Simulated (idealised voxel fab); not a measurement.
The process module that follows is named voxel trench capacitor.
Cross-section cut spans 175 nm and uses square cells 5 nm in size.
Cross-section = grid of square cells, listed top down in bands; band = one or more rows. Band: top height; bottom height; in nm. Then, left to right: material with width in nm, for each material. "everywhere": a single material spanning edge to edge. "blank": empty space. Where do heights start? At 0: under that level the wafer as delivered is made of one material only. And the lowest band has no floor; it just carries on downward, as in "0..down". The width entry "30..40" should be interpreted row by row: the top row of cells in the band takes the first number, the bottom row takes the second number, and the change between adjacent rows is uniform throughout. Take "nothing changed" at face value: in the step it is given for, the cross-section changed in none of its cells. The label "Catalogued sealed voids" introduces a list of the empty spaces, 8 cells or larger, that have no open way up to the top; each entry in it reads width x height at distance, where the distance is taken from the left edge and all three are stated in nm. Whatever follows a step's settings on its line is a remark the simulator itself makes about that step. Each step line may optionally specify "overlay nm", which for a step with a mask gives the rightward distance between the mask's planned place and where it lay, a negative value indicating the leftward direction.

The following list gives the planned process steps
1) op RECEIVE | material Si
2) op CONFORMAL_DEP | material SiN | thk nm 10
3) op DIRECTIONAL_DEP | material aC | thk nm 15
4) op PATTERN | tone open | mask id TRENCH | material resist | width nm 25 | pitch nm 40 | thk nm 30 | overlay nm 0
5) op DIRECTIONAL_ETCH | etch materials aC | depth nm 15
6) op STRIP | etch materials resist
7) op DIRECTIONAL_ETCH | etch materials SiN | depth nm 10
8) op DIRECTIONAL_ETCH | etch materials Si | depth nm 35
9) op STRIP | etch materials aC
10) op CONFORMAL_DEP | material Al2O3 | thk nm 5
11) op CONFORMAL_DEP | material TiN | thk nm 5
12) op FILL_DEP | material W | thk nm 10
13) op CMP | height nm 10

Concerning the first of two wafers, which was run in accordance with the plan

As received, after step 1
  0..down: Si everywhere
  Catalogued sealed voids: none

You're looking at a cross-section of the wafer after step 2
  10..0: SiN everywhere
  Below 0, no change.

You're looking at a cross-section of the wafer after step 3
  25..10: aC everywhere
  Below 10, no change.

You're looking at a cross-section of the wafer after step 4
  55..25: resist=35 / blank=25 / resist=15 / blank=25 / resist=15 / blank=25 / resist=35
  Below 25, no change.

You're looking at a cross-section of the wafer after step 5
  40..25: resist=35 / blank=25 / resist=15 / blank=25 / resist=15 / blank=25 / resist=35
  25..10: aC=35 / blank=25 / aC=15 / blank=25 / aC=15 / blank=25 / aC=35
  Below 10, no change.

You're looking at a cross-section of the wafer after step 6
  25..10: aC=35 / blank=25 / aC=15 / blank=25 / aC=15 / blank=25 / aC=35
  Below 10, no change.

You're looking at a cross-section of the wafer after step 7
  25..10: aC=35 / blank=25 / aC=15 / blank=25 / aC=15 / blank=25 / aC=35
  10..0: SiN=35 / blank=25 / SiN=15 / blank=25 / SiN=15 / blank=25 / SiN=35
  Below 0, no change.

You're looking at a cross-section of the wafer after step 8
  25..10: aC=35 / blank=25 / aC=15 / blank=25 / aC=15 / blank=25 / aC=35
  10..0: SiN=35 / blank=25 / SiN=15 / blank=25 / SiN=15 / blank=25 / SiN=35
  0..-35: Si=35 / blank=25 / Si=15 / blank=25 / Si=15 / blank=25 / Si=35
  Below -35, no change.

You're looking at a cross-section of the wafer after step 9
  10..0: SiN=35 / blank=25 / SiN=15 / blank=25 / SiN=15 / blank=25 / SiN=35
  Below 0, no change.

You're looking at a cross-section of the wafer after step 10
  15..10: Al2O3=40 / blank=15 / Al2O3=25 / blank=15 / Al2O3=25 / blank=15 / Al2O3=40
  10..0: SiN=35 / Al2O3=5 / blank=15 / Al2O3=5 / SiN=15 / Al2O3=5 / blank=15 / Al2O3=5 / SiN=15 / Al2O3=5 / blank=15 / Al2O3=5 / SiN=35
  0..-30: Si=35 / Al2O3=5 / blank=15 / Al2O3=5 / Si=15 / Al2O3=5 / blank=15 / Al2O3=5 / Si=15 / Al2O3=5 / blank=15 / Al2O3=5 / Si=35
  -30..-35: Si=35 / Al2O3=25 / Si=15 / Al2O3=25 / Si=15 / Al2O3=25 / Si=35
  Below -35, no change.

You're looking at a cross-section of the wafer after step 11
  20..15: TiN=45 / blank=5 / TiN=35 / blank=5 / TiN=35 / blank=5 / TiN=45
  15..10: Al2O3=40 / TiN=5 / blank=5 / TiN=5 / Al2O3=25 / TiN=5 / blank=5 / TiN=5 / Al2O3=25 / TiN=5 / blank=5 / TiN=5 / Al2O3=40
  10..0: SiN=35 / Al2O3=5 / TiN=5 / blank=5 / TiN=5 / Al2O3=5 / SiN=15 / Al2O3=5 / TiN=5 / blank=5 / TiN=5 / Al2O3=5 / SiN=15 / Al2O3=5 / TiN=5 / blank=5 / TiN=5 / Al2O3=5 / SiN=35
  0..-25: Si=35 / Al2O3=5 / TiN=5 / blank=5 / TiN=5 / Al2O3=5 / Si=15 / Al2O3=5 / TiN=5 / blank=5 / TiN=5 / Al2O3=5 / Si=15 / Al2O3=5 / TiN=5 / blank=5 / TiN=5 / Al2O3=5 / Si=35
  -25..-30: Si=35 / Al2O3=5 / TiN=15 / Al2O3=5 / Si=15 / Al2O3=5 / TiN=15 / Al2O3=5 / Si=15 / Al2O3=5 / TiN=15 / Al2O3=5 / Si=35
  Below -30, no change.

You're looking at a cross-section of the wafer after step 12
  30..20: W everywhere
  20..15: TiN=45 / W=5 / TiN=35 / W=5 / TiN=35 / W=5 / TiN=45
  15..10: Al2O3=40 / TiN=5 / W=5 / TiN=5 / Al2O3=25 / TiN=5 / W=5 / TiN=5 / Al2O3=25 / TiN=5 / W=5 / TiN=5 / Al2O3=40
  10..0: SiN=35 / Al2O3=5 / TiN=5 / W=5 / TiN=5 / Al2O3=5 / SiN=15 / Al2O3=5 / TiN=5 / W=5 / TiN=5 / Al2O3=5 / SiN=15 / Al2O3=5 / TiN=5 / W=5 / TiN=5 / Al2O3=5 / SiN=35
  0..-25: Si=35 / Al2O3=5 / TiN=5 / W=5 / TiN=5 / Al2O3=5 / Si=15 / Al2O3=5 / TiN=5 / W=5 / TiN=5 / Al2O3=5 / Si=15 / Al2O3=5 / TiN=5 / W=5 / TiN=5 / Al2O3=5 / Si=35
  Below -25, no change.

You're looking at a cross-section of the wafer after step 13
  10..0: SiN=35 / Al2O3=5 / TiN=5 / W=5 / TiN=5 / Al2O3=5 / SiN=15 / Al2O3=5 / TiN=5 / W=5 / TiN=5 / Al2O3=5 / SiN=15 / Al2O3=5 / TiN=5 / W=5 / TiN=5 / Al2O3=5 / SiN=35
  Below 0, no change.

Wafer two of the pair: same origin, same plan, one error during the run; identical to wafer one up to and including step 7

Second wafer, cut view, end of step 8 per plan
  25..10: aC=35 / blank=25 / aC=15 / blank=25 / aC=15 / blank=25 / aC=35
  10..0: SiN=35 / blank=25 / SiN=15 / blank=25 / SiN=15 / blank=25 / SiN=35
  0..-70: Si=35 / blank=25 / Si=15 / blank=25 / Si=15 / blank=25 / Si=35
  Below -70, no change.

Second wafer, cut view, end of step 9 per plan
  10..0: SiN=35 / blank=25 / SiN=15 / blank=25 / SiN=15 / blank=25 / SiN=35
  Below 0, no change.

Second wafer, cut view, end of step 10 per plan
  15..10: Al2O3=40 / blank=15 / Al2O3=25 / blank=15 / Al2O3=25 / blank=15 / Al2O3=40
  10..0: SiN=35 / Al2O3=5 / blank=15 / Al2O3=5 / SiN=15 / Al2O3=5 / blank=15 / Al2O3=5 / SiN=15 / Al2O3=5 / blank=15 / Al2O3=5 / SiN=35
  0..-65: Si=35 / Al2O3=5 / blank=15 / Al2O3=5 / Si=15 / Al2O3=5 / blank=15 / Al2O3=5 / Si=15 / Al2O3=5 / blank=15 / Al2O3=5 / Si=35
  -65..-70: Si=35 / Al2O3=25 / Si=15 / Al2O3=25 / Si=15 / Al2O3=25 / Si=35
  Below -70, no change.

Second wafer, cut view, end of step 11 per plan
  20..15: TiN=45 / blank=5 / TiN=35 / blank=5 / TiN=35 / blank=5 / TiN=45
  15..10: Al2O3=40 / TiN=5 / blank=5 / TiN=5 / Al2O3=25 / TiN=5 / blank=5 / TiN=5 / Al2O3=25 / TiN=5 / blank=5 / TiN=5 / Al2O3=40
  10..0: SiN=35 / Al2O3=5 / TiN=5 / blank=5 / TiN=5 / Al2O3=5 / SiN=15 / Al2O3=5 / TiN=5 / blank=5 / TiN=5 / Al2O3=5 / SiN=15 / Al2O3=5 / TiN=5 / blank=5 / TiN=5 / Al2O3=5 / SiN=35
  0..-60: Si=35 / Al2O3=5 / TiN=5 / blank=5 / TiN=5 / Al2O3=5 / Si=15 / Al2O3=5 / TiN=5 / blank=5 / TiN=5 / Al2O3=5 / Si=15 / Al2O3=5 / TiN=5 / blank=5 / TiN=5 / Al2O3=5 / Si=35
  -60..-65: Si=35 / Al2O3=5 / TiN=15 / Al2O3=5 / Si=15 / Al2O3=5 / TiN=15 / Al2O3=5 / Si=15 / Al2O3=5 / TiN=15 / Al2O3=5 / Si=35
  Below -65, no change.

Second wafer, cut view, end of step 12 per plan
  30..20: W everywhere
  20..15: TiN=45 / W=5 / TiN=35 / W=5 / TiN=35 / W=5 / TiN=45
  15..10: Al2O3=40 / TiN=5 / W=5 / TiN=5 / Al2O3=25 / TiN=5 / W=5 / TiN=5 / Al2O3=25 / TiN=5 / W=5 / TiN=5 / Al2O3=40
  10..0: SiN=35 / Al2O3=5 / TiN=5 / W=5 / TiN=5 / Al2O3=5 / SiN=15 / Al2O3=5 / TiN=5 / W=5 / TiN=5 / Al2O3=5 / SiN=15 / Al2O3=5 / TiN=5 / W=5 / TiN=5 / Al2O3=5 / SiN=35
  0..-60: Si=35 / Al2O3=5 / TiN=5 / W=5 / TiN=5 / Al2O3=5 / Si=15 / Al2O3=5 / TiN=5 / W=5 / TiN=5 / Al2O3=5 / Si=15 / Al2O3=5 / TiN=5 / W=5 / TiN=5 / Al2O3=5 / Si=35
  Below -60, no change.

Second wafer, cut view, end of step 13 per plan
  10..0: SiN=35 / Al2O3=5 / TiN=5 / W=5 / TiN=5 / Al2O3=5 / SiN=15 / Al2O3=5 / TiN=5 / W=5 / TiN=5 / Al2O3=5 / SiN=15 / Al2O3=5 / TiN=5 / W=5 / TiN=5 / Al2O3=5 / SiN=35
  Below 0, no change.
It is concluded that the wafer was processed incorrectly with respect to the plan, in that step 8 of the plan was twice carried out
at the end the second wafer has, in cells: Al2O3: 42 more; Si: 105 fewer; TiN: 42 more; W: 21 more
